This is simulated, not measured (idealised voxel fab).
Module name: voxel self aligned vias (process module)
In the cross-section labelled cut, the width is 175 nm and each square cell is 5 nm.
When this document writes out a cross-section, it uses a grid of square cells and lists it as bands, beginning at the top and moving down, with a band standing for one or more rows of cells. Within each band entry, the heights of the top and of the bottom of the band appear first, in that order and in nm; the materials of the band then follow from left to right, each with its corresponding width in nm. The designation "all across" on a single material indicates that it fills the band from edge to edge; the designation "air" indicates empty space. For the purposes of this specification, 0 denotes the height below which the wafer in its as-received condition is composed wholly of one material, and the lowermost band, lacking a lower limit, extends downward without end, as expressed in "from 0 down". You'd read "30->40" like this: the band's top row of cells is as wide as the first number, its bottom row is as wide as the second, and going down, every row changes width by the same amount as the row before did. Any step labelled "nothing different" changed none of the cells in the cross-section. "Listed closed voids" means: voids of 8 cells or more that are shut off from the top with no open way through. Written width x height at distance, distance from the left edge, in nm. On a step's line, text after the settings is the simulator commenting on that step. For masked steps, "overlay nm" on the step line gives how far right of plan the mask actually lay; a minus sign means it lay to the left.
Below is the list of planned process steps:
1 RECEIVE with material Si
2 CONFORMAL_DEP with material SiO2, thk nm 15
3 CONFORMAL_DEP with material SiCN, thk nm 5
4 DIRECTIONAL_DEP with material lowk, thk nm 20
5 PATTERN with tone open, mask id LINES, material resist, width nm 20, pitch nm 70, thk nm 15, overlay nm 0
6 DIRECTIONAL_ETCH with etch materials lowk, depth nm 20
7 STRIP with etch materials resist
8 CONFORMAL_DEP with material TiN, thk nm 5
9 FILL_DEP with material Ru, thk nm 10
10 CMP with height nm 40
11 SELECTIVE_ETCH with etch materials W Ru TiN, depth nm 5
12 FILL_DEP with material SiN, thk nm 10
13 CMP with height nm 40
14 DIRECTIONAL_DEP with material lowk, thk nm 20
15 PATTERN with tone open, mask id VIAS, material resist, width nm 40, thk nm 20, overlay nm 0
16 DIRECTIONAL_ETCH with etch materials lowk, depth nm 20
17 DIRECTIONAL_ETCH with etch materials SiN, depth nm 5
18 STRIP with etch materials resist
19 CONFORMAL_DEP with material TiN, thk nm 5
20 FILL_DEP with material W, thk nm 5
21 CMP with height nm 60
22 CONFORMAL_DEP with material SiCN, thk nm 5
On the first of the two wafers: run conducted according to plan:
Here's what the wafer looked like in cross-section when it arrived - that's after step 1:
	from 0 down = Si all across
	Listed closed voids: none
Sectional view: wafer, after step 2:
	from 15 to 0 = SiO2 all across
	below 0: unchanged
Sectional view: wafer, after step 3:
	from 20 to 15 = SiCN all across
	below 15: unchanged
Sectional view: wafer, after step 4:
	from 40 to 20 = lowk all across
	below 20: unchanged
Sectional view: wafer, after step 5:
	from 55 to 40 = 40 resist, 20 air, 50 resist, 20 air, 45 resist
	below 40: unchanged
Sectional view: wafer, after step 6:
	from 55 to 40 = 40 resist, 20 air, 50 resist, 20 air, 45 resist
	from 40 to 20 = 40 lowk, 20 air, 50 lowk, 20 air, 45 lowk
	below 20: unchanged
Sectional view: wafer, after step 7:
	from 40 to 20 = 40 lowk, 20 air, 50 lowk, 20 air, 45 lowk
	below 20: unchanged
Sectional view: wafer, after step 8:
	from 45 to 40 = 45 TiN, 10 air, 60 TiN, 10 air, 50 TiN
	from 40 to 25 = 40 lowk, 5 TiN, 10 air, 5 TiN, 50 lowk, 5 TiN, 10 air, 5 TiN, 45 lowk
	from 25 to 20 = 40 lowk, 20 TiN, 50 lowk, 20 TiN, 45 lowk
	below 20: unchanged
Sectional view: wafer, after step 9:
	from 55 to 45 = Ru all across
	from 45 to 40 = 45 TiN, 10 Ru, 60 TiN, 10 Ru, 50 TiN
	from 40 to 25 = 40 lowk, 5 TiN, 10 Ru, 5 TiN, 50 lowk, 5 TiN, 10 Ru, 5 TiN, 45 lowk
	below 25: unchanged
Sectional view: wafer, after step 10:
	from 40 to 25 = 40 lowk, 5 TiN, 10 Ru, 5 TiN, 50 lowk, 5 TiN, 10 Ru, 5 TiN, 45 lowk
	below 25: unchanged
Sectional view: wafer, after step 11:
	from 40 to 35 = 40 lowk, 20 air, 50 lowk, 20 air, 45 lowk
	below 35: unchanged
Sectional view: wafer, after step 12:
	from 50 to 40 = SiN all across
	from 40 to 35 = 40 lowk, 20 SiN, 50 lowk, 20 SiN, 45 lowk
	below 35: unchanged
Sectional view: wafer, after step 13:
	from 40 to 35 = 40 lowk, 20 SiN, 50 lowk, 20 SiN, 45 lowk
	below 35: unchanged
Sectional view: wafer, after step 14:
	from 60 to 40 = lowk all across
	below 40: unchanged
Sectional view: wafer, after step 15:
	from 80 to 60 = 30 resist, 40 air, 105 resist
	below 60: unchanged
Sectional view: wafer, after step 16:
	from 80 to 60 = 30 resist, 40 air, 105 resist
	from 60 to 40 = 30 lowk, 40 air, 105 lowk
	below 40: unchanged
Sectional view: wafer, after step 17:
	from 80 to 60 = 30 resist, 40 air, 105 resist
	from 60 to 40 = 30 lowk, 40 air, 105 lowk
	from 40 to 35 = 40 lowk, 20 air, 50 lowk, 20 SiN, 45 lowk
	below 35: unchanged
Sectional view: wafer, after step 18:
	from 60 to 40 = 30 lowk, 40 air, 105 lowk
	below 40: unchanged
Sectional view: wafer, after step 19:
	from 65 to 60 = 35 TiN, 30 air, 110 TiN
	from 60 to 45 = 30 lowk, 5 TiN, 30 air, 5 TiN, 105 lowk
	from 45 to 40 = 30 lowk, 15 TiN, 10 air, 15 TiN, 105 lowk
	from 40 to 35 = 40 lowk, 20 TiN, 50 lowk, 20 SiN, 45 lowk
	below 35: unchanged
Sectional view: wafer, after step 20:
	from 70 to 65 = W all across
	from 65 to 60 = 35 TiN, 30 W, 110 TiN
	from 60 to 45 = 30 lowk, 5 TiN, 30 W, 5 TiN, 105 lowk
	from 45 to 40 = 30 lowk, 15 TiN, 10 W, 15 TiN, 105 lowk
	below 40: unchanged
Sectional view: wafer, after step 21:
	from 60 to 45 = 30 lowk, 5 TiN, 30 W, 5 TiN, 105 lowk
	below 45: unchanged
Sectional view: wafer, after step 22:
	from 65 to 60 = SiCN all across
	below 60: unchanged
What follows concerns the second wafer, which started out like the first and was meant to follow the very same plan; one mistake crept in when it was run, but everything up to and including step 2 is the same as for the first wafer:
Second wafer profile in section, at the moment step 3 of the plan was meant to be complete:
	from 35 to 15 = lowk all across
	below 15: unchanged
Second wafer profile in section, at the moment step 4 of the plan was meant to be complete:
	from 40 to 35 = SiCN all across
	below 35: unchanged
Second wafer profile in section, at the moment step 5 of the plan was meant to be complete:
	from 55 to 40 = 40 resist, 20 air, 50 resist, 20 air, 45 resist
	below 40: unchanged
Second wafer profile in section, at the moment step 6 of the plan was meant to be complete: nothing different
Second wafer profile in section, at the moment step 7 of the plan was meant to be complete:
	from 40 to 35 = SiCN all across
	below 35: unchanged
Second wafer profile in section, at the moment step 8 of the plan was meant to be complete:
	from 45 to 40 = TiN all across
	below 40: unchanged
Second wafer profile in section, at the moment step 9 of the plan was meant to be complete:
	from 55 to 45 = Ru all across
	below 45: unchanged
Second wafer profile in section, at the moment step 10 of the plan was meant to be complete:
	from 40 to 35 = SiCN all across
	below 35: unchanged
Second wafer profile in section, at the moment step 11 of the plan was meant to be complete: nothing different
Second wafer profile in section, at the moment step 12 of the plan was meant to be complete:
	from 50 to 40 = SiN all across
	below 40: unchanged
Second wafer profile in section, at the moment step 13 of the plan was meant to be complete:
	from 40 to 35 = SiCN all across
	below 35: unchanged
Second wafer profile in section, at the moment step 14 of the plan was meant to be complete:
	from 60 to 40 = lowk all across
	below 40: unchanged
Second wafer profile in section, at the moment step 15 of the plan was meant to be complete:
	from 80 to 60 = 30 resist, 40 air, 105 resist
	below 60: unchanged
Second wafer profile in section, at the moment step 16 of the plan was meant to be complete:
	from 80 to 60 = 30 resist, 40 air, 105 resist
	from 60 to 40 = 30 lowk, 40 air, 105 lowk
	below 40: unchanged
Second wafer profile in section, at the moment step 17 of the plan was meant to be complete: nothing different
Second wafer profile in section, at the moment step 18 of the plan was meant to be complete:
	from 60 to 40 = 30 lowk, 40 air, 105 lowk
	below 40: unchanged
Second wafer profile in section, at the moment step 19 of the plan was meant to be complete:
	from 65 to 60 = 35 TiN, 30 air, 110 TiN
	from 60 to 45 = 30 lowk, 5 TiN, 30 air, 5 TiN, 105 lowk
	from 45 to 40 = 30 lowk, 40 TiN, 105 lowk
	below 40: unchanged
Second wafer profile in section, at the moment step 20 of the plan was meant to be complete:
	from 70 to 65 = W all across
	from 65 to 60 = 35 TiN, 30 W, 110 TiN
	from 60 to 45 = 30 lowk, 5 TiN, 30 W, 5 TiN, 105 lowk
	below 45: unchanged
Second wafer profile in section, at the moment step 21 of the plan was meant to be complete:
	from 60 to 45 = 30 lowk, 5 TiN, 30 W, 5 TiN, 105 lowk
	below 45: unchanged
Second wafer profile in section, at the moment step 22 of the plan was meant to be complete:
	from 65 to 60 = SiCN all across
	below 60: unchanged
The plan and the run diverged here: steps 3 and 4 got flipped, so each one ran where the other should have
Final tally in cells, some materials are higher or lower on the second wafer than on the first: Ru: 8 fewer, SiN: 4 fewer, TiN: 18 fewer, W: 2 fewer, lowk: 32 more
